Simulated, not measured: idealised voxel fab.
Herein follows the process module entitled voxel wiring stack.
Section shown: cut. Width: 270 nm. Cell size: 5 nm, square.
Think of the cross-section as a grid of square cells. We describe it in bands, top to bottom, and each band covers one or more rows of those cells.
This entry defines a band. It first specifies the height of the band's top and the height of its bottom in nm, and then specifies the band's materials from left to right, stating each material with its width in nm. The word "all across" identifies a single material that fills the band from edge to edge, while the word "blank" identifies empty space.
For the purposes of this specification, 0 denotes the height below which the wafer in its as-received condition is composed wholly of one material, and the lowermost band, lacking a lower limit, extends downward without end, as expressed in "0 down".
Think of "30->40" as a width that walks from the first number to the second as you go down the band, top row to bottom row, taking equal-sized steps from row to row.
The cross-section has no changed cell in any step marked "no modifications".
"Enclosed internal cavities" specifies each empty space that is not open to the top and that occupies no fewer than 8 cells, using the form width x height at distance, the distance measured from the left edge and all three quantities in nm.
Past the settings on a step's line: simulator remark, on that step.
overlay nm: mask right of planned place by this much (step with mask). Neg. = left.

### Process steps foreseen in the plan
1,RECEIVE: material Si
2,CONFORMAL_DEP: material SiO2, thk nm 15
3,CONFORMAL_DEP: material SiCN, thk nm 5
4,DIRECTIONAL_DEP: material SiO2, thk nm 20
5,PATTERN: tone open, mask id METAL_1, material resist, width nm 25, pitch nm 45, thk nm 20, overlay nm 0
6,DIRECTIONAL_ETCH: etch materials SiO2, depth nm 20
7,DIRECTIONAL_ETCH: etch materials SiCN, depth nm 5
8,STRIP: etch materials resist
9,CONFORMAL_DEP: material TiN, thk nm 5
10,FILL_DEP: material Ru, thk nm 5
11,CMP: height nm 40
12,CONFORMAL_DEP: material SiCN, thk nm 5
13,DIRECTIONAL_DEP: material SiO2, thk nm 10
14,PATTERN: tone open, mask id PLUG_1, material resist, width nm 15, pitch nm 45, thk nm 20, overlay nm 0
15,DIRECTIONAL_ETCH: etch materials SiO2, depth nm 10
16,DIRECTIONAL_ETCH: etch materials SiCN, depth nm 5
17,STRIP: etch materials resist
18,EPI: material Ru, thk nm 10
19,EPI: material Ru, thk nm 5
20,CONFORMAL_DEP: material SiN, thk nm 5
21,DIRECTIONAL_DEP: material lowk, thk nm 20
22,PATTERN: tone open, mask id METAL_2, material resist, width nm 25, pitch nm 45, thk nm 20, overlay nm 0
23,DIRECTIONAL_ETCH: etch materials lowk, depth nm 20
24,DIRECTIONAL_ETCH: etch materials SiN, depth nm 5
25,STRIP: etch materials resist
26,CONFORMAL_DEP: material TiN, thk nm 5
27,FILL_DEP: material Cu, thk nm 5
28,CMP: height nm 80
29,CONFORMAL_DEP: material SiCN, thk nm 5
30,DIRECTIONAL_DEP: material lowk, thk nm 30
31,MASKED_ETCH: tone open, mask id METAL_3_HOLES, width nm 15, pitch nm 90, etch materials lowk, depth nm 30, overlay nm 0
32,DIRECTIONAL_DEP: material aC, thk nm 10
33,PATTERN: tone open, mask id METAL_3, material resist, width nm 25, pitch nm 45, thk nm 25, overlay nm 0
34,DIRECTIONAL_ETCH: etch materials aC, depth nm 10
35,STRIP: etch materials resist
36,DIRECTIONAL_ETCH: etch materials lowk, depth nm 15
37,DIRECTIONAL_ETCH: etch materials SiCN, depth nm 5
38,STRIP: etch materials aC
39,CONFORMAL_DEP: material TiN, thk nm 5
40,FILL_DEP: material Cu, thk nm 10
41,CMP: height nm 115
42,CONFORMAL_DEP: material SiN, thk nm 5

### So, the first of our two wafers, run just as we planned it

### Wafer as received: cross-section following step 1
	0 down: Si all across
	Enclosed internal cavities: none

### Cross-section of the wafer after step 2
	15 to 0: SiO2 all across
	Everything under 0 stays put, no change at all.

### Cross-section of the wafer after step 3
	20 to 15: SiCN all across
	Everything under 15 stays put, no change at all.

### Cross-section of the wafer after step 4
	40 to 20: SiO2 all across
	Everything under 20 stays put, no change at all.

### Cross-section of the wafer after step 5
	60 to 40: resist=55 / blank=25 / resist=20 / blank=25 / resist=20 / blank=25 / resist=20 / blank=25 / resist=55
	Everything under 40 stays put, no change at all.

### Cross-section of the wafer after step 6
	60 to 40: resist=55 / blank=25 / resist=20 / blank=25 / resist=20 / blank=25 / resist=20 / blank=25 / resist=55
	40 to 20: SiO2=55 / blank=25 / SiO2=20 / blank=25 / SiO2=20 / blank=25 / SiO2=20 / blank=25 / SiO2=55
	Everything under 20 stays put, no change at all.

### Cross-section of the wafer after step 7
	60 to 40: resist=55 / blank=25 / resist=20 / blank=25 / resist=20 / blank=25 / resist=20 / blank=25 / resist=55
	40 to 20: SiO2=55 / blank=25 / SiO2=20 / blank=25 / SiO2=20 / blank=25 / SiO2=20 / blank=25 / SiO2=55
	20 to 15: SiCN=55 / blank=25 / SiCN=20 / blank=25 / SiCN=20 / blank=25 / SiCN=20 / blank=25 / SiCN=55
	Everything under 15 stays put, no change at all.

### Cross-section of the wafer after step 8
	40 to 20: SiO2=55 / blank=25 / SiO2=20 / blank=25 / SiO2=20 / blank=25 / SiO2=20 / blank=25 / SiO2=55
	Everything under 20 stays put, no change at all.

### Cross-section of the wafer after step 9
	45 to 40: TiN=60 / blank=15 / TiN=30 / blank=15 / TiN=30 / blank=15 / TiN=30 / blank=15 / TiN=60
	40 to 20: SiO2=55 / TiN=5 / blank=15 / TiN=5 / SiO2=20 / TiN=5 / blank=15 / TiN=5 / SiO2=20 / TiN=5 / blank=15 / TiN=5 / SiO2=20 / TiN=5 / blank=15 / TiN=5 / SiO2=55
	20 to 15: SiCN=55 / TiN=25 / SiCN=20 / TiN=25 / SiCN=20 / TiN=25 / SiCN=20 / TiN=25 / SiCN=55
	Everything under 15 stays put, no change at all.

### Cross-section of the wafer after step 10
	50 to 45: Ru all across
	45 to 40: TiN=60 / Ru=15 / TiN=30 / Ru=15 / TiN=30 / Ru=15 / TiN=30 / Ru=15 / TiN=60
	40 to 20: SiO2=55 / TiN=5 / Ru=15 / TiN=5 / SiO2=20 / TiN=5 / Ru=15 / TiN=5 / SiO2=20 / TiN=5 / Ru=15 / TiN=5 / SiO2=20 / TiN=5 / Ru=15 / TiN=5 / SiO2=55
	Everything under 20 stays put, no change at all.

### Cross-section of the wafer after step 11
	40 to 20: SiO2=55 / TiN=5 / Ru=15 / TiN=5 / SiO2=20 / TiN=5 / Ru=15 / TiN=5 / SiO2=20 / TiN=5 / Ru=15 / TiN=5 / SiO2=20 / TiN=5 / Ru=15 / TiN=5 / SiO2=55
	Everything under 20 stays put, no change at all.

### Cross-section of the wafer after step 12
	45 to 40: SiCN all across
	Everything under 40 stays put, no change at all.

### Cross-section of the wafer after step 13
	55 to 45: SiO2 all across
	Everything under 45 stays put, no change at all.

### Cross-section of the wafer after step 14
	75 to 55: resist=55 / blank=15 / resist=30 / blank=15 / resist=30 / blank=15 / resist=30 / blank=15 / resist=65
	Everything under 55 stays put, no change at all.

### Cross-section of the wafer after step 15
	75 to 55: resist=55 / blank=15 / resist=30 / blank=15 / resist=30 / blank=15 / resist=30 / blank=15 / resist=65
	55 to 45: SiO2=55 / blank=15 / SiO2=30 / blank=15 / SiO2=30 / blank=15 / SiO2=30 / blank=15 / SiO2=65
	Everything under 45 stays put, no change at all.

### Cross-section of the wafer after step 16
	75 to 55: resist=55 / blank=15 / resist=30 / blank=15 / resist=30 / blank=15 / resist=30 / blank=15 / resist=65
	55 to 45: SiO2=55 / blank=15 / SiO2=30 / blank=15 / SiO2=30 / blank=15 / SiO2=30 / blank=15 / SiO2=65
	45 to 40: SiCN=55 / blank=15 / SiCN=30 / blank=15 / SiCN=30 / blank=15 / SiCN=30 / blank=15 / SiCN=65
	Everything under 40 stays put, no change at all.

### Cross-section of the wafer after step 17
	55 to 45: SiO2=55 / blank=15 / SiO2=30 / blank=15 / SiO2=30 / blank=15 / SiO2=30 / blank=15 / SiO2=65
	Everything under 45 stays put, no change at all.

### Cross-section of the wafer after step 18
	55 to 50: SiO2=55 / blank=15 / SiO2=30 / blank=15 / SiO2=30 / blank=15 / SiO2=30 / blank=15 / SiO2=65
	50 to 45: SiO2=55 / Ru=15 / SiO2=30 / Ru=15 / SiO2=30 / Ru=15 / SiO2=30 / Ru=15 / SiO2=65
	45 to 40: SiCN=55 / Ru=15 / SiCN=30 / Ru=15 / SiCN=30 / Ru=15 / SiCN=30 / Ru=15 / SiCN=65
	Everything under 40 stays put, no change at all.

### Cross-section of the wafer after step 19
	55 to 45: SiO2=55 / Ru=15 / SiO2=30 / Ru=15 / SiO2=30 / Ru=15 / SiO2=30 / Ru=15 / SiO2=65
	Everything under 45 stays put, no change at all.

### Cross-section of the wafer after step 20
	60 to 55: SiN all across
	Everything under 55 stays put, no change at all.

### Cross-section of the wafer after step 21
	80 to 60: lowk all across
	Everything under 60 stays put, no change at all.

### Cross-section of the wafer after step 22
	100 to 80: resist=55 / blank=25 / resist=20 / blank=25 / resist=20 / blank=25 / resist=20 / blank=25 / resist=55
	Everything under 80 stays put, no change at all.

### Cross-section of the wafer after step 23
	100 to 80: resist=55 / blank=25 / resist=20 / blank=25 / resist=20 / blank=25 / resist=20 / blank=25 / resist=55
	80 to 60: lowk=55 / blank=25 / lowk=20 / blank=25 / lowk=20 / blank=25 / lowk=20 / blank=25 / lowk=55
	Everything under 60 stays put, no change at all.

### Cross-section of the wafer after step 24
	100 to 80: resist=55 / blank=25 / resist=20 / blank=25 / resist=20 / blank=25 / resist=20 / blank=25 / resist=55
	80 to 60: lowk=55 / blank=25 / lowk=20 / blank=25 / lowk=20 / blank=25 / lowk=20 / blank=25 / lowk=55
	60 to 55: SiN=55 / blank=25 / SiN=20 / blank=25 / SiN=20 / blank=25 / SiN=20 / blank=25 / SiN=55
	Everything under 55 stays put, no change at all.

### Cross-section of the wafer after step 25
	80 to 60: lowk=55 / blank=25 / lowk=20 / blank=25 / lowk=20 / blank=25 / lowk=20 / blank=25 / lowk=55
	Everything under 60 stays put, no change at all.

### Cross-section of the wafer after step 26
	85 to 80: TiN=60 / blank=15 / TiN=30 / blank=15 / TiN=30 / blank=15 / TiN=30 / blank=15 / TiN=60
	80 to 60: lowk=55 / TiN=5 / blank=15 / TiN=5 / lowk=20 / TiN=5 / blank=15 / TiN=5 / lowk=20 / TiN=5 / blank=15 / TiN=5 / lowk=20 / TiN=5 / blank=15 / TiN=5 / lowk=55
	60 to 55: SiN=55 / TiN=25 / SiN=20 / TiN=25 / SiN=20 / TiN=25 / SiN=20 / TiN=25 / SiN=55
	Everything under 55 stays put, no change at all.

### Cross-section of the wafer after step 27
	90 to 85: Cu all across
	85 to 80: TiN=60 / Cu=15 / TiN=30 / Cu=15 / TiN=30 / Cu=15 / TiN=30 / Cu=15 / TiN=60
	80 to 60: lowk=55 / TiN=5 / Cu=15 / TiN=5 / lowk=20 / TiN=5 / Cu=15 / TiN=5 / lowk=20 / TiN=5 / Cu=15 / TiN=5 / lowk=20 / TiN=5 / Cu=15 / TiN=5 / lowk=55
	Everything under 60 stays put, no change at all.

### Cross-section of the wafer after step 28
	80 to 60: lowk=55 / TiN=5 / Cu=15 / TiN=5 / lowk=20 / TiN=5 / Cu=15 / TiN=5 / lowk=20 / TiN=5 / Cu=15 / TiN=5 / lowk=20 / TiN=5 / Cu=15 / TiN=5 / lowk=55
	Everything under 60 stays put, no change at all.

### Cross-section of the wafer after step 29
	85 to 80: SiCN all across
	Everything under 80 stays put, no change at all.

### Cross-section of the wafer after step 30
	115 to 85: lowk all across
	Everything under 85 stays put, no change at all.

### Cross-section of the wafer after step 31
	115 to 85: lowk=55 / blank=15 / lowk=75 / blank=15 / lowk=110
	Everything under 85 stays put, no change at all.

### Cross-section of the wafer after step 32
	125 to 115: aC=55 / blank=15 / aC=75 / blank=15 / aC=110
	115 to 95: lowk=55 / blank=15 / lowk=75 / blank=15 / lowk=110
	95 to 85: lowk=55 / aC=15 / lowk=75 / aC=15 / lowk=110
	Everything under 85 stays put, no change at all.

### Cross-section of the wafer after step 33
	150 to 125: resist=55 / blank=25 / resist=20 / blank=25 / resist=20 / blank=25 / resist=20 / blank=25 / resist=55
	Everything under 125 stays put, no change at all.

### Cross-section of the wafer after step 34
	140 to 125: resist=55 / blank=25 / resist=20 / blank=25 / resist=20 / blank=25 / resist=20 / blank=25 / resist=55
	125 to 115: aC=55 / blank=25 / aC=20 / blank=25 / aC=20 / blank=25 / aC=20 / blank=25 / aC=55
	115 to 85: lowk=55 / blank=15 / lowk=75 / blank=15 / lowk=110
	Everything under 85 stays put, no change at all.

### Cross-section of the wafer after step 35
	125 to 115: aC=55 / blank=25 / aC=20 / blank=25 / aC=20 / blank=25 / aC=20 / blank=25 / aC=55
	Everything under 115 stays put, no change at all.

### Cross-section of the wafer after step 36
	125 to 115: aC=55 / blank=25 / aC=20 / blank=25 / aC=20 / blank=25 / aC=20 / blank=25 / aC=55
	115 to 100: lowk=55 / blank=25 / lowk=20 / blank=25 / lowk=20 / blank=25 / lowk=20 / blank=25 / lowk=55
	Everything under 100 stays put, no change at all.

### Cross-section of the wafer after step 37
	125 to 115: aC=55 / blank=25 / aC=20 / blank=25 / aC=20 / blank=25 / aC=20 / blank=25 / aC=55
	115 to 100: lowk=55 / blank=25 / lowk=20 / blank=25 / lowk=20 / blank=25 / lowk=20 / blank=25 / lowk=55
	100 to 85: lowk=55 / blank=15 / lowk=75 / blank=15 / lowk=110
	85 to 80: SiCN=55 / blank=15 / SiCN=75 / blank=15 / SiCN=110
	Everything under 80 stays put, no change at all.

### Cross-section of the wafer after step 38
	115 to 100: lowk=55 / blank=25 / lowk=20 / blank=25 / lowk=20 / blank=25 / lowk=20 / blank=25 / lowk=55
	Everything under 100 stays put, no change at all.

### Cross-section of the wafer after step 39
	120 to 115: TiN=60 / blank=15 / TiN=30 / blank=15 / TiN=30 / blank=15 / TiN=30 / blank=15 / TiN=60
	115 to 105: lowk=55 / TiN=5 / blank=15 / TiN=5 / lowk=20 / TiN=5 / blank=15 / TiN=5 / lowk=20 / TiN=5 / blank=15 / TiN=5 / lowk=20 / TiN=5 / blank=15 / TiN=5 / lowk=55
	105 to 100: lowk=55 / TiN=5 / blank=5 / TiN=15 / lowk=20 / TiN=25 / lowk=20 / TiN=5 / blank=5 / TiN=15 / lowk=20 / TiN=25 / lowk=55
	100 to 85: lowk=55 / TiN=5 / blank=5 / TiN=5 / lowk=75 / TiN=5 / blank=5 / TiN=5 / lowk=110
	85 to 80: SiCN=55 / TiN=15 / SiCN=75 / TiN=15 / SiCN=110
	Everything under 80 stays put, no change at all.

### Cross-section of the wafer after step 40
	130 to 120: Cu all across
	120 to 115: TiN=60 / Cu=15 / TiN=30 / Cu=15 / TiN=30 / Cu=15 / TiN=30 / Cu=15 / TiN=60
	115 to 105: lowk=55 / TiN=5 / Cu=15 / TiN=5 / lowk=20 / TiN=5 / Cu=15 / TiN=5 / lowk=20 / TiN=5 / Cu=15 / TiN=5 / lowk=20 / TiN=5 / Cu=15 / TiN=5 / lowk=55
	105 to 100: lowk=55 / TiN=5 / Cu=5 / TiN=15 / lowk=20 / TiN=25 / lowk=20 / TiN=5 / Cu=5 / TiN=15 / lowk=20 / TiN=25 / lowk=55
	100 to 85: lowk=55 / TiN=5 / Cu=5 / TiN=5 / lowk=75 / TiN=5 / Cu=5 / TiN=5 / lowk=110
	Everything under 85 stays put, no change at all.

### Cross-section of the wafer after step 41
	115 to 105: lowk=55 / TiN=5 / Cu=15 / TiN=5 / lowk=20 / TiN=5 / Cu=15 / TiN=5 / lowk=20 / TiN=5 / Cu=15 / TiN=5 / lowk=20 / TiN=5 / Cu=15 / TiN=5 / lowk=55
	Everything under 105 stays put, no change at all.

### Cross-section of the wafer after step 42
	120 to 115: SiN all across
	Everything under 115 stays put, no change at all.

### Notes, second wafer: start = first wafer's, plan = first wafer's, execution had one mistake; history identical to first through step 1

### Cross-section of the second wafer corresponding to the planned conclusion of step 2
	5 to 0: SiCN all across
	Everything under 0 stays put, no change at all.

### Cross-section of the second wafer corresponding to the planned conclusion of step 3
	20 to 5: SiO2 all across
	Everything under 5 stays put, no change at all.

### Cross-section of the second wafer corresponding to the planned conclusion of step 4
	40 to 5: SiO2 all across
	Everything under 5 stays put, no change at all.

### Cross-section of the second wafer corresponding to the planned conclusion of step 5
	60 to 40: resist=55 / blank=25 / resist=20 / blank=25 / resist=20 / blank=25 / resist=20 / blank=25 / resist=55
	Everything under 40 stays put, no change at all.

### Cross-section of the second wafer corresponding to the planned conclusion of step 6
	60 to 40: resist=55 / blank=25 / resist=20 / blank=25 / resist=20 / blank=25 / resist=20 / blank=25 / resist=55
	40 to 20: SiO2=55 / blank=25 / SiO2=20 / blank=25 / SiO2=20 / blank=25 / SiO2=20 / blank=25 / SiO2=55
	Everything under 20 stays put, no change at all.

Cross-section of the second wafer corresponding to the planned conclusion of step 7: no modifications

### Cross-section of the second wafer corresponding to the planned conclusion of step 8
	40 to 20: SiO2=55 / blank=25 / SiO2=20 / blank=25 / SiO2=20 / blank=25 / SiO2=20 / blank=25 / SiO2=55
	Everything under 20 stays put, no change at all.

### Cross-section of the second wafer corresponding to the planned conclusion of step 9
	45 to 40: TiN=60 / blank=15 / TiN=30 / blank=15 / TiN=30 / blank=15 / TiN=30 / blank=15 / TiN=60
	40 to 25: SiO2=55 / TiN=5 / blank=15 / TiN=5 / SiO2=20 / TiN=5 / blank=15 / TiN=5 / SiO2=20 / TiN=5 / blank=15 / TiN=5 / SiO2=20 / TiN=5 / blank=15 / TiN=5 / SiO2=55
	25 to 20: SiO2=55 / TiN=25 / SiO2=20 / TiN=25 / SiO2=20 / TiN=25 / SiO2=20 / TiN=25 / SiO2=55
	Everything under 20 stays put, no change at all.

### Cross-section of the second wafer corresponding to the planned conclusion of step 10
	50 to 45: Ru all across
	45 to 40: TiN=60 / Ru=15 / TiN=30 / Ru=15 / TiN=30 / Ru=15 / TiN=30 / Ru=15 / TiN=60
	40 to 25: SiO2=55 / TiN=5 / Ru=15 / TiN=5 / SiO2=20 / TiN=5 / Ru=15 / TiN=5 / SiO2=20 / TiN=5 / Ru=15 / TiN=5 / SiO2=20 / TiN=5 / Ru=15 / TiN=5 / SiO2=55
	Everything under 25 stays put, no change at all.

### Cross-section of the second wafer corresponding to the planned conclusion of step 11
	40 to 25: SiO2=55 / TiN=5 / Ru=15 / TiN=5 / SiO2=20 / TiN=5 / Ru=15 / TiN=5 / SiO2=20 / TiN=5 / Ru=15 / TiN=5 / SiO2=20 / TiN=5 / Ru=15 / TiN=5 / SiO2=55
	Everything under 25 stays put, no change at all.

### Cross-section of the second wafer corresponding to the planned conclusion of step 12
	45 to 40: SiCN all across
	Everything under 40 stays put, no change at all.

### Cross-section of the second wafer corresponding to the planned conclusion of step 13
	55 to 45: SiO2 all across
	Everything under 45 stays put, no change at all.

### Cross-section of the second wafer corresponding to the planned conclusion of step 14
	75 to 55: resist=55 / blank=15 / resist=30 / blank=15 / resist=30 / blank=15 / resist=30 / blank=15 / resist=65
	Everything under 55 stays put, no change at all.

### Cross-section of the second wafer corresponding to the planned conclusion of step 15
	75 to 55: resist=55 / blank=15 / resist=30 / blank=15 / resist=30 / blank=15 / resist=30 / blank=15 / resist=65
	55 to 45: SiO2=55 / blank=15 / SiO2=30 / blank=15 / SiO2=30 / blank=15 / SiO2=30 / blank=15 / SiO2=65
	Everything under 45 stays put, no change at all.

### Cross-section of the second wafer corresponding to the planned conclusion of step 16
	75 to 55: resist=55 / blank=15 / resist=30 / blank=15 / resist=30 / blank=15 / resist=30 / blank=15 / resist=65
	55 to 45: SiO2=55 / blank=15 / SiO2=30 / blank=15 / SiO2=30 / blank=15 / SiO2=30 / blank=15 / SiO2=65
	45 to 40: SiCN=55 / blank=15 / SiCN=30 / blank=15 / SiCN=30 / blank=15 / SiCN=30 / blank=15 / SiCN=65
	Everything under 40 stays put, no change at all.

### Cross-section of the second wafer corresponding to the planned conclusion of step 17
	55 to 45: SiO2=55 / blank=15 / SiO2=30 / blank=15 / SiO2=30 / blank=15 / SiO2=30 / blank=15 / SiO2=65
	Everything under 45 stays put, no change at all.

### Cross-section of the second wafer corresponding to the planned conclusion of step 18
	55 to 50: SiO2=55 / blank=15 / SiO2=30 / blank=15 / SiO2=30 / blank=15 / SiO2=30 / blank=15 / SiO2=65
	50 to 45: SiO2=55 / Ru=15 / SiO2=30 / Ru=15 / SiO2=30 / Ru=15 / SiO2=30 / Ru=15 / SiO2=65
	45 to 40: SiCN=55 / Ru=15 / SiCN=30 / Ru=15 / SiCN=30 / Ru=15 / SiCN=30 / Ru=15 / SiCN=65
	Everything under 40 stays put, no change at all.

### Cross-section of the second wafer corresponding to the planned conclusion of step 19
	55 to 45: SiO2=55 / Ru=15 / SiO2=30 / Ru=15 / SiO2=30 / Ru=15 / SiO2=30 / Ru=15 / SiO2=65
	Everything under 45 stays put, no change at all.

### Cross-section of the second wafer corresponding to the planned conclusion of step 20
	60 to 55: SiN all across
	Everything under 55 stays put, no change at all.

### Cross-section of the second wafer corresponding to the planned conclusion of step 21
	80 to 60: lowk all across
	Everything under 60 stays put, no change at all.

### Cross-section of the second wafer corresponding to the planned conclusion of step 22
	100 to 80: resist=55 / blank=25 / resist=20 / blank=25 / resist=20 / blank=25 / resist=20 / blank=25 / resist=55
	Everything under 80 stays put, no change at all.

### Cross-section of the second wafer corresponding to the planned conclusion of step 23
	100 to 80: resist=55 / blank=25 / resist=20 / blank=25 / resist=20 / blank=25 / resist=20 / blank=25 / resist=55
	80 to 60: lowk=55 / blank=25 / lowk=20 / blank=25 / lowk=20 / blank=25 / lowk=20 / blank=25 / lowk=55
	Everything under 60 stays put, no change at all.

### Cross-section of the second wafer corresponding to the planned conclusion of step 24
	100 to 80: resist=55 / blank=25 / resist=20 / blank=25 / resist=20 / blank=25 / resist=20 / blank=25 / resist=55
	80 to 60: lowk=55 / blank=25 / lowk=20 / blank=25 / lowk=20 / blank=25 / lowk=20 / blank=25 / lowk=55
	60 to 55: SiN=55 / blank=25 / SiN=20 / blank=25 / SiN=20 / blank=25 / SiN=20 / blank=25 / SiN=55
	Everything under 55 stays put, no change at all.

### Cross-section of the second wafer corresponding to the planned conclusion of step 25
	80 to 60: lowk=55 / blank=25 / lowk=20 / blank=25 / lowk=20 / blank=25 / lowk=20 / blank=25 / lowk=55
	Everything under 60 stays put, no change at all.

### Cross-section of the second wafer corresponding to the planned conclusion of step 26
	85 to 80: TiN=60 / blank=15 / TiN=30 / blank=15 / TiN=30 / blank=15 / TiN=30 / blank=15 / TiN=60
	80 to 60: lowk=55 / TiN=5 / blank=15 / TiN=5 / lowk=20 / TiN=5 / blank=15 / TiN=5 / lowk=20 / TiN=5 / blank=15 / TiN=5 / lowk=20 / TiN=5 / blank=15 / TiN=5 / lowk=55
	60 to 55: SiN=55 / TiN=25 / SiN=20 / TiN=25 / SiN=20 / TiN=25 / SiN=20 / TiN=25 / SiN=55
	Everything under 55 stays put, no change at all.

### Cross-section of the second wafer corresponding to the planned conclusion of step 27
	90 to 85: Cu all across
	85 to 80: TiN=60 / Cu=15 / TiN=30 / Cu=15 / TiN=30 / Cu=15 / TiN=30 / Cu=15 / TiN=60
	80 to 60: lowk=55 / TiN=5 / Cu=15 / TiN=5 / lowk=20 / TiN=5 / Cu=15 / TiN=5 / lowk=20 / TiN=5 / Cu=15 / TiN=5 / lowk=20 / TiN=5 / Cu=15 / TiN=5 / lowk=55
	Everything under 60 stays put, no change at all.

### Cross-section of the second wafer corresponding to the planned conclusion of step 28
	80 to 60: lowk=55 / TiN=5 / Cu=15 / TiN=5 / lowk=20 / TiN=5 / Cu=15 / TiN=5 / lowk=20 / TiN=5 / Cu=15 / TiN=5 / lowk=20 / TiN=5 / Cu=15 / TiN=5 / lowk=55
	Everything under 60 stays put, no change at all.

### Cross-section of the second wafer corresponding to the planned conclusion of step 29
	85 to 80: SiCN all across
	Everything under 80 stays put, no change at all.

### Cross-section of the second wafer corresponding to the planned conclusion of step 30
	115 to 85: lowk all across
	Everything under 85 stays put, no change at all.

### Cross-section of the second wafer corresponding to the planned conclusion of step 31
	115 to 85: lowk=55 / blank=15 / lowk=75 / blank=15 / lowk=110
	Everything under 85 stays put, no change at all.

### Cross-section of the second wafer corresponding to the planned conclusion of step 32
	125 to 115: aC=55 / blank=15 / aC=75 / blank=15 / aC=110
	115 to 95: lowk=55 / blank=15 / lowk=75 / blank=15 / lowk=110
	95 to 85: lowk=55 / aC=15 / lowk=75 / aC=15 / lowk=110
	Everything under 85 stays put, no change at all.

### Cross-section of the second wafer corresponding to the planned conclusion of step 33
	150 to 125: resist=55 / blank=25 / resist=20 / blank=25 / resist=20 / blank=25 / resist=20 / blank=25 / resist=55
	Everything under 125 stays put, no change at all.

### Cross-section of the second wafer corresponding to the planned conclusion of step 34
	140 to 125: resist=55 / blank=25 / resist=20 / blank=25 / resist=20 / blank=25 / resist=20 / blank=25 / resist=55
	125 to 115: aC=55 / blank=25 / aC=20 / blank=25 / aC=20 / blank=25 / aC=20 / blank=25 / aC=55
	115 to 85: lowk=55 / blank=15 / lowk=75 / blank=15 / lowk=110
	Everything under 85 stays put, no change at all.

### Cross-section of the second wafer corresponding to the planned conclusion of step 35
	125 to 115: aC=55 / blank=25 / aC=20 / blank=25 / aC=20 / blank=25 / aC=20 / blank=25 / aC=55
	Everything under 115 stays put, no change at all.

### Cross-section of the second wafer corresponding to the planned conclusion of step 36
	125 to 115: aC=55 / blank=25 / aC=20 / blank=25 / aC=20 / blank=25 / aC=20 / blank=25 / aC=55
	115 to 100: lowk=55 / blank=25 / lowk=20 / blank=25 / lowk=20 / blank=25 / lowk=20 / blank=25 / lowk=55
	Everything under 100 stays put, no change at all.

### Cross-section of the second wafer corresponding to the planned conclusion of step 37
	125 to 115: aC=55 / blank=25 / aC=20 / blank=25 / aC=20 / blank=25 / aC=20 / blank=25 / aC=55
	115 to 100: lowk=55 / blank=25 / lowk=20 / blank=25 / lowk=20 / blank=25 / lowk=20 / blank=25 / lowk=55
	100 to 85: lowk=55 / blank=15 / lowk=75 / blank=15 / lowk=110
	85 to 80: SiCN=55 / blank=15 / SiCN=75 / blank=15 / SiCN=110
	Everything under 80 stays put, no change at all.

### Cross-section of the second wafer corresponding to the planned conclusion of step 38
	115 to 100: lowk=55 / blank=25 / lowk=20 / blank=25 / lowk=20 / blank=25 / lowk=20 / blank=25 / lowk=55
	Everything under 100 stays put, no change at all.

### Cross-section of the second wafer corresponding to the planned conclusion of step 39
	120 to 115: TiN=60 / blank=15 / TiN=30 / blank=15 / TiN=30 / blank=15 / TiN=30 / blank=15 / TiN=60
	115 to 105: lowk=55 / TiN=5 / blank=15 / TiN=5 / lowk=20 / TiN=5 / blank=15 / TiN=5 / lowk=20 / TiN=5 / blank=15 / TiN=5 / lowk=20 / TiN=5 / blank=15 / TiN=5 / lowk=55
	105 to 100: lowk=55 / TiN=5 / blank=5 / TiN=15 / lowk=20 / TiN=25 / lowk=20 / TiN=5 / blank=5 / TiN=15 / lowk=20 / TiN=25 / lowk=55
	100 to 85: lowk=55 / TiN=5 / blank=5 / TiN=5 / lowk=75 / TiN=5 / blank=5 / TiN=5 / lowk=110
	85 to 80: SiCN=55 / TiN=15 / SiCN=75 / TiN=15 / SiCN=110
	Everything under 80 stays put, no change at all.

### Cross-section of the second wafer corresponding to the planned conclusion of step 40
	130 to 120: Cu all across
	120 to 115: TiN=60 / Cu=15 / TiN=30 / Cu=15 / TiN=30 / Cu=15 / TiN=30 / Cu=15 / TiN=60
	115 to 105: lowk=55 / TiN=5 / Cu=15 / TiN=5 / lowk=20 / TiN=5 / Cu=15 / TiN=5 / lowk=20 / TiN=5 / Cu=15 / TiN=5 / lowk=20 / TiN=5 / Cu=15 / TiN=5 / lowk=55
	105 to 100: lowk=55 / TiN=5 / Cu=5 / TiN=15 / lowk=20 / TiN=25 / lowk=20 / TiN=5 / Cu=5 / TiN=15 / lowk=20 / TiN=25 / lowk=55
	100 to 85: lowk=55 / TiN=5 / Cu=5 / TiN=5 / lowk=75 / TiN=5 / Cu=5 / TiN=5 / lowk=110
	Everything under 85 stays put, no change at all.

### Cross-section of the second wafer corresponding to the planned conclusion of step 41
	115 to 105: lowk=55 / TiN=5 / Cu=15 / TiN=5 / lowk=20 / TiN=5 / Cu=15 / TiN=5 / lowk=20 / TiN=5 / Cu=15 / TiN=5 / lowk=20 / TiN=5 / Cu=15 / TiN=5 / lowk=55
	Everything under 105 stays put, no change at all.

### Cross-section of the second wafer corresponding to the planned conclusion of step 42
	120 to 115: SiN all across
	Everything under 115 stays put, no change at all.
Against the plan, the run slipped here: steps 2 and 3 traded places in the executed sequence
Count the cells at the end and the second wafer has more or fewer of some materials than the first: -12 Ru | +20 SiCN | -8 TiN
